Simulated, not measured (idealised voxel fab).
process module | voxel released beams
cross-section cut | 205 nm wide | cells 5 nm
A cross-section is a grid of square cells, given in bands from the top down. A band is one or more rows of cells.
Each band's line starts with the height of the band's top and of its bottom, in nm. Then come its materials from left to right, each with its width in nm. One material with "throughout" fills the band from edge to edge. "air" is empty space.
Height 0 is the level under which the wafer as received is all one material. The lowest band goes on downwards, as in "0 down".
A width such as "30 to 40" changes by the same amount from each row of cells to the next, from the band's top row to its bottom row.
"no change" after a step means that no cell of the cross-section changed.
closed voids: empty space of 8 cells or more with no open way to the top, each as width x height at its distance from the left edge, in nm
after a step's settings: what the simulator itself notes on the step
overlay nm, on a step with a mask: how far to the right of its planned place the mask lay; to the left if negative
plan
1 op RECEIVE | material Si
2 op CONFORMAL_DEP | material SiN | thk nm 5
3 op DIRECTIONAL_DEP | material SiO2 | thk nm 20
4 op MASKED_ETCH | tone open | mask id ANCHOR | width nm 45 | etch materials SiO2 | depth nm 10 | overlay nm 0
5 op CONFORMAL_DEP | material W | thk nm 15
6 op DIRECTIONAL_DEP | material aC | thk nm 15
7 op PATTERN | tone cover | mask id BEAM | material resist | width nm 120 | thk nm 35 | overlay nm 0
8 op DIRECTIONAL_ETCH | etch materials aC | depth nm 15
9 op STRIP | etch materials resist
10 op DIRECTIONAL_ETCH | etch materials W | depth nm 15
11 op STRIP | etch materials aC
12 op STRIP | etch materials SiO2
varied across the wafers: depth nm of step 4. The plan shows the first wafer's value. All wafers start alike
first wafer as received, after step 1
  0 down: Si throughout
  closed voids: none
first wafer at the end, after step 12
  5 to 0: SiN throughout
  0 down: Si throughout
  closed voids: none
last wafer at the end
  40 to 25: air 40 | W 20 | air 15 | W 85 | air 45
  25 to 20: air 45 | W 15 | air 15 | W 15 | air 115
  20 to 5: air 45 | W 45 | air 115
  5 to 0: SiN throughout
  0 down: Si throughout
  closed voids: none
each wafer at the end: cells of each material gained (+) or lost (-) since it was received, then its closed voids
depth nm 10 | +41 SiN | closed voids: none
depth nm 15 | +41 SiN | closed voids: none
depth nm 20 | +41 SiN | +96 W | closed voids: none
depth nm 25 | +41 SiN | +96 W | closed voids: none
depth nm 30 | +41 SiN | +96 W | closed voids: none
depth nm 35 | +41 SiN | +96 W | closed voids: none
